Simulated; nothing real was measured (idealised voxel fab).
process module | voxel transistor to metal
cross-section cut | 160 nm wide | cells 5 nm
A cross-section is a grid of square cells, given in bands from the top down. A band is one or more rows of cells.
Each band's line starts with the height of the band's top and of its bottom, in nm. Then come its materials from left to right, each with its width in nm. One material with "throughout" fills the band from edge to edge. "air" is empty space.
Height 0 is the level under which the wafer as received is all one material. The lowest band goes on downwards, as in "0 down".
A width such as "30 to 40" changes by the same amount from each row of cells to the next, from the band's top row to its bottom row.
"no change" after a step means that no cell of the cross-section changed.
closed voids: empty space of 8 cells or more with no open way to the top, each as width x height at its distance from the left edge, in nm
after a step's settings: what the simulator itself notes on the step
overlay nm, on a step with a mask: how far to the right of its planned place the mask lay; to the left if negative
plan
1 op RECEIVE | material Si
2 op OXIDIZE | depth nm 5
3 op CONFORMAL_DEP | material SiN | thk nm 10
4 op DIRECTIONAL_DEP | material aC | thk nm 15
5 op PATTERN | tone cover | mask id ACTIVE | material resist | width nm 115 | thk nm 35 | overlay nm 0
6 op DIRECTIONAL_ETCH | etch materials aC | depth nm 15
7 op STRIP | etch materials resist
8 op DIRECTIONAL_ETCH | etch materials SiN | depth nm 10
9 op DIRECTIONAL_ETCH | etch materials SiO2 | depth nm 5
10 op DIRECTIONAL_ETCH | etch materials Si | depth nm 30
11 op STRIP | etch materials aC
12 op OXIDIZE | depth nm 5
13 op FILL_DEP | material SiO2 | thk nm 10
14 op CMP | height nm 10
15 op SELECTIVE_ETCH | etch materials SiO2 | depth nm 5
16 op STRIP | etch materials SiN
17 op SELECTIVE_ETCH | etch materials SiO2 | depth nm 5
18 op OXIDIZE | depth nm 5
19 op DIRECTIONAL_DEP | material polySi | thk nm 20
20 op DIRECTIONAL_DEP | material SiCN | thk nm 10
21 op DIRECTIONAL_DEP | material aC | thk nm 15
22 op PATTERN | tone cover | mask id GATE | material resist | width nm 15 | thk nm 30 | overlay nm -15
23 op DIRECTIONAL_ETCH | etch materials aC | depth nm 15
24 op STRIP | etch materials resist
25 op DIRECTIONAL_ETCH | etch materials SiCN | depth nm 20
26 op DIRECTIONAL_ETCH | etch materials polySi | depth nm 30
27 op STRIP | etch materials aC
28 op CONFORMAL_DEP | material SiN | thk nm 10
29 op DIRECTIONAL_ETCH | etch materials SiN | depth nm 10
30 op DIRECTIONAL_ETCH | etch materials SiO2 | depth nm 5
31 op DIRECTIONAL_ETCH | etch materials Si | depth nm 5
32 op EPI | material nSi | thk nm 10
33 op FILL_DEP | material SiO2 | thk nm 5
34 op CMP | height nm 25
35 op DIRECTIONAL_DEP | material SiO2 | thk nm 15
36 op PATTERN | tone open | mask id CONTACT | material resist | width nm 35 | pitch nm 60 | thk nm 20 | overlay nm 0
37 op DIRECTIONAL_ETCH | etch materials SiO2 | depth nm 45
38 op STRIP | etch materials resist
39 op CONFORMAL_DEP | material TiN | thk nm 5
40 op FILL_DEP | material W | thk nm 5
41 op CMP | height nm 40
42 op CONFORMAL_DEP | material SiCN | thk nm 5
43 op DIRECTIONAL_DEP | material lowk | thk nm 15
44 op MASKED_ETCH | tone open | mask id METAL_1 | width nm 20 | pitch nm 75 | etch materials lowk | depth nm 15 | overlay nm 0
45 op MASKED_ETCH | tone open | mask id METAL_1 | width nm 20 | pitch nm 75 | etch materials SiCN | depth nm 5 | overlay nm 0
46 op CONFORMAL_DEP | material TiN | thk nm 5
47 op FILL_DEP | material Cu | thk nm 5
48 op CMP | height nm 60
49 op EPI | material Ru | thk nm 5
50 op FILL_DEP | material SiCN | thk nm 5
varied across the wafers: overlay nm of step 22. The plan shows the first wafer's value. All wafers start alike
first wafer as received, after step 1
  0 down: Si throughout
  closed voids: none
each wafer at the end: cells of each material gained (+) or lost (-) since it was received, then its closed voids
overlay nm -15 | +12 Cu | +12 Ru | -144 Si | +82 SiCN | +28 SiN | +222 SiO2 | +65 TiN | +55 W | +72 lowk | +32 nSi | +12 polySi | closed voids: none
overlay nm -10 | +12 Cu | +12 Ru | -144 Si | +82 SiCN | +28 SiN | +217 SiO2 | +66 TiN | +59 W | +72 lowk | +32 nSi | +12 polySi | closed voids: none
overlay nm -5 | +12 Cu | +12 Ru | -144 Si | +82 SiCN | +28 SiN | +212 SiO2 | +66 TiN | +64 W | +72 lowk | +32 nSi | +12 polySi | closed voids: none
overlay nm 0 | +12 Cu | +12 Ru | -144 Si | +82 SiCN | +28 SiN | +212 SiO2 | +66 TiN | +64 W | +72 lowk | +32 nSi | +12 polySi | closed voids: none
overlay nm 5 | +12 Cu | +12 Ru | -144 Si | +82 SiCN | +28 SiN | +212 SiO2 | +66 TiN | +64 W | +72 lowk | +32 nSi | +12 polySi | closed voids: none
overlay nm 10 | +12 Cu | +12 Ru | -144 Si | +82 SiCN | +28 SiN | +217 SiO2 | +66 TiN | +59 W | +72 lowk | +32 nSi | +12 polySi | closed voids: none
overlay nm 15 | +12 Cu | +12 Ru | -144 Si | +82 SiCN | +28 SiN | +222 SiO2 | +65 TiN | +55 W | +72 lowk | +32 nSi | +12 polySi | closed voids: none
